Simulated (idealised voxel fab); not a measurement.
You're looking at the process module voxel wiring stack.
This is section cut - it's 285 nm across, gridded in 5 nm square cells.
Cross-section spec: square-cell grid; bands listed top down; each band is one or more rows. Each band's line starts with the height of the band's top and of its bottom, in nm. Then come its materials from left to right, each with its width in nm. One material with "all across" fills the band from edge to edge. "empty" is empty space. Height reference: 0 = level under which incoming wafer is all one material. Lowest band: no bottom, runs on downward, e.g. "0 nm and below". Think of "30->40" as a width that walks from the first number to the second as you go down the band, top row to bottom row, taking equal-sized steps from row to row. "remained the same" after a step means that no cell of the cross-section changed. Enclosed voids (no open way to top), threshold 8 cells or more, entry "Tabulated closed voids", notation width x height at distance, distance from left edge, nm. If you see something after the settings on a step's line, that's the simulator's own remark about that step. "overlay nm" answers the question of how far to the right of plan the mask lay on a step that has a mask, and when it is negative the answer is to the left.

List of planned process steps
1: RECEIVE | material Si
2: CONFORMAL_DEP | material SiO2 | thk nm 10
3: CONFORMAL_DEP | material SiN | thk nm 5
4: DIRECTIONAL_DEP | material lowk | thk nm 25
5: MASKED_ETCH | tone open | mask id METAL_1 | width nm 25 | pitch nm 55 | etch materials lowk | depth nm 25 | overlay nm 0
6: MASKED_ETCH | tone open | mask id METAL_1 | width nm 25 | pitch nm 55 | etch materials SiN | depth nm 5 | overlay nm 0
7: CONFORMAL_DEP | material TiN | thk nm 5
8: FILL_DEP | material Cu | thk nm 5
9: CMP | height nm 40
10: CONFORMAL_DEP | material SiCN | thk nm 5
11: DIRECTIONAL_DEP | material SiO2 | thk nm 25
12: DIRECTIONAL_DEP | material aC | thk nm 10
13: PATTERN | tone open | mask id METAL_2_HOLES | material resist | width nm 15 | thk nm 30 | overlay nm 0
14: DIRECTIONAL_ETCH | etch materials aC | depth nm 10
15: STRIP | etch materials resist
16: DIRECTIONAL_ETCH | etch materials SiO2 | depth nm 25
17: STRIP | etch materials aC
18: MASKED_ETCH | tone open | mask id METAL_2 | width nm 25 | pitch nm 55 | etch materials SiO2 | depth nm 15 | overlay nm 0
19: MASKED_ETCH | tone open | mask id METAL_2 | width nm 25 | pitch nm 55 | etch materials SiCN | depth nm 5 | overlay nm 0
20: CONFORMAL_DEP | material TiN | thk nm 5
21: FILL_DEP | material Cu | thk nm 5
22: CMP | height nm 70
23: CONFORMAL_DEP | material SiCN | thk nm 5
24: DIRECTIONAL_DEP | material SiO2 | thk nm 30
25: MASKED_ETCH | tone open | mask id METAL_3 | width nm 25 | pitch nm 55 | etch materials SiO2 | depth nm 20 | overlay nm 0
26: DIRECTIONAL_DEP | material aC | thk nm 10
27: PATTERN | tone open | mask id METAL_3_HOLES | material resist | width nm 15 | pitch nm 55 | thk nm 25 | overlay nm 0
28: DIRECTIONAL_ETCH | etch materials aC | depth nm 10
29: STRIP | etch materials resist
30: DIRECTIONAL_ETCH | etch materials SiO2 | depth nm 10
31: DIRECTIONAL_ETCH | etch materials SiCN | depth nm 5
32: STRIP | etch materials aC
33: CONFORMAL_DEP | material TiN | thk nm 5
34: FILL_DEP | material Cu | thk nm 5
35: CMP | height nm 105
36: CONFORMAL_DEP | material SiCN | thk nm 5
37: DIRECTIONAL_DEP | material SiO2 | thk nm 25
38: PATTERN | tone open | mask id METAL_4_HOLES | material resist | width nm 15 | pitch nm 55 | thk nm 20 | overlay nm 0
39: DIRECTIONAL_ETCH | etch materials SiO2 | depth nm 25
40: STRIP | etch materials resist
41: PATTERN | tone open | mask id METAL_4 | material resist | width nm 25 | pitch nm 55 | thk nm 20 | overlay nm 0
42: DIRECTIONAL_ETCH | etch materials SiO2 | depth nm 15
43: DIRECTIONAL_ETCH | etch materials SiCN | depth nm 5
44: STRIP | etch materials resist
45: CONFORMAL_DEP | material TiN | thk nm 5
46: FILL_DEP | material Cu | thk nm 10
47: CMP | height nm 135
48: CONFORMAL_DEP | material SiN | thk nm 5

Wafer at receipt (post step 1), cross-section
	0 nm and below: Si all across
	Tabulated closed voids: none

Cross-section, first of two wafers, end of module, run as planned
	140 nm to 135 nm: SiN all across
	135 nm to 125 nm: SiO2 100 nm, then TiN 5 nm, then Cu 15 nm, then TiN 5 nm, then SiO2 30 nm, then TiN 5 nm, then Cu 15 nm, then TiN 5 nm, then SiO2 105 nm
	125 nm to 120 nm: SiO2 100 nm, then TiN 5 nm, then Cu 5 nm, then TiN 15 nm, then SiO2 30 nm, then TiN 5 nm, then Cu 5 nm, then TiN 15 nm, then SiO2 105 nm
	120 nm to 110 nm: SiO2 100 nm, then TiN 5 nm, then Cu 5 nm, then TiN 5 nm, then SiO2 40 nm, then TiN 5 nm, then Cu 5 nm, then TiN 5 nm, then SiO2 115 nm
	110 nm to 105 nm: SiCN 100 nm, then TiN 15 nm, then SiCN 40 nm, then TiN 15 nm, then SiCN 115 nm
	105 nm to 90 nm: SiO2 100 nm, then TiN 5 nm, then Cu 15 nm, then TiN 5 nm, then SiO2 30 nm, then TiN 5 nm, then Cu 15 nm, then TiN 5 nm, then SiO2 105 nm
	90 nm to 85 nm: SiO2 100 nm, then TiN 5 nm, then Cu 5 nm, then TiN 15 nm, then SiO2 30 nm, then TiN 5 nm, then Cu 5 nm, then TiN 15 nm, then SiO2 105 nm
	85 nm to 75 nm: SiO2 100 nm, then TiN 5 nm, then Cu 5 nm, then TiN 5 nm, then SiO2 40 nm, then TiN 5 nm, then Cu 5 nm, then TiN 5 nm, then SiO2 115 nm
	75 nm to 70 nm: SiCN 100 nm, then TiN 15 nm, then SiCN 40 nm, then TiN 15 nm, then SiCN 115 nm
	70 nm to 60 nm: SiO2 100 nm, then TiN 5 nm, then Cu 15 nm, then TiN 5 nm, then SiO2 30 nm, then TiN 5 nm, then Cu 15 nm, then TiN 5 nm, then SiO2 105 nm
	60 nm to 55 nm: SiO2 100 nm, then TiN 5 nm, then Cu 5 nm, then TiN 15 nm, then SiO2 30 nm, then TiN 25 nm, then SiO2 105 nm
	55 nm to 45 nm: SiO2 100 nm, then TiN 5 nm, then Cu 5 nm, then TiN 5 nm, then SiO2 170 nm
	45 nm to 40 nm: SiCN 100 nm, then TiN 15 nm, then SiCN 170 nm
	40 nm to 15 nm: lowk 100 nm, then TiN 5 nm, then Cu 15 nm, then TiN 5 nm, then lowk 30 nm, then TiN 5 nm, then Cu 15 nm, then TiN 5 nm, then lowk 105 nm
	15 nm to 10 nm: SiN 100 nm, then TiN 25 nm, then SiN 30 nm, then TiN 25 nm, then SiN 105 nm
	10 nm to 0 nm: SiO2 all across
	0 nm and below: Si all across
	Tabulated closed voids: none

Wafer two, end of module, cross-section. Same start, same plan as wafer one. One mistake in the run
	140 nm to 135 nm: SiN all across
	135 nm to 125 nm: SiO2 100 nm, then TiN 5 nm, then Cu 15 nm, then TiN 5 nm, then SiO2 30 nm, then TiN 5 nm, then Cu 15 nm, then TiN 5 nm, then SiO2 105 nm
	125 nm to 120 nm: SiO2 100 nm, then TiN 5 nm, then Cu 5 nm, then TiN 15 nm, then SiO2 30 nm, then TiN 5 nm, then Cu 5 nm, then TiN 15 nm, then SiO2 105 nm
	120 nm to 110 nm: SiO2 100 nm, then TiN 5 nm, then Cu 5 nm, then TiN 5 nm, then SiO2 40 nm, then TiN 5 nm, then Cu 5 nm, then TiN 5 nm, then SiO2 115 nm
	110 nm to 105 nm: SiCN 100 nm, then TiN 15 nm, then SiCN 40 nm, then TiN 15 nm, then SiCN 115 nm
	105 nm to 90 nm: SiO2 90 nm, then TiN 5 nm, then Cu 15 nm, then TiN 5 nm, then SiO2 30 nm, then TiN 5 nm, then Cu 15 nm, then TiN 5 nm, then SiO2 115 nm
	90 nm to 85 nm: SiO2 90 nm, then TiN 15 nm, then Cu 5 nm, then TiN 5 nm, then SiO2 30 nm, then TiN 15 nm, then Cu 5 nm, then TiN 5 nm, then SiO2 115 nm
	85 nm to 75 nm: SiO2 100 nm, then TiN 5 nm, then Cu 5 nm, then TiN 5 nm, then SiO2 40 nm, then TiN 5 nm, then Cu 5 nm, then TiN 5 nm, then SiO2 115 nm
	75 nm to 70 nm: SiCN 100 nm, then TiN 15 nm, then SiCN 40 nm, then TiN 15 nm, then SiCN 115 nm
	70 nm to 60 nm: SiO2 100 nm, then TiN 5 nm, then Cu 15 nm, then TiN 5 nm, then SiO2 30 nm, then TiN 5 nm, then Cu 15 nm, then TiN 5 nm, then SiO2 105 nm
	60 nm to 55 nm: SiO2 100 nm, then TiN 5 nm, then Cu 5 nm, then TiN 15 nm, then SiO2 30 nm, then TiN 25 nm, then SiO2 105 nm
	55 nm to 45 nm: SiO2 100 nm, then TiN 5 nm, then Cu 5 nm, then TiN 5 nm, then SiO2 170 nm
	45 nm to 40 nm: SiCN 100 nm, then TiN 15 nm, then SiCN 170 nm
	40 nm to 15 nm: lowk 100 nm, then TiN 5 nm, then Cu 15 nm, then TiN 5 nm, then lowk 30 nm, then TiN 5 nm, then Cu 15 nm, then TiN 5 nm, then lowk 105 nm
	15 nm to 10 nm: SiN 100 nm, then TiN 25 nm, then SiN 30 nm, then TiN 25 nm, then SiN 105 nm
	10 nm to 0 nm: SiO2 all across
	0 nm and below: Si all across
	Tabulated closed voids: none
The plan and the run diverged here: step 25 ran differently from the plan; actual operation with settings: MASKED_ETCH | tone open | mask id METAL_3 | width nm 25 | pitch nm 55 | etch materials SiO2 | depth nm 20 | overlay nm -10
Tallied in cells, the final second wafer holds each material in the same quantity as the first, although not at the same places.
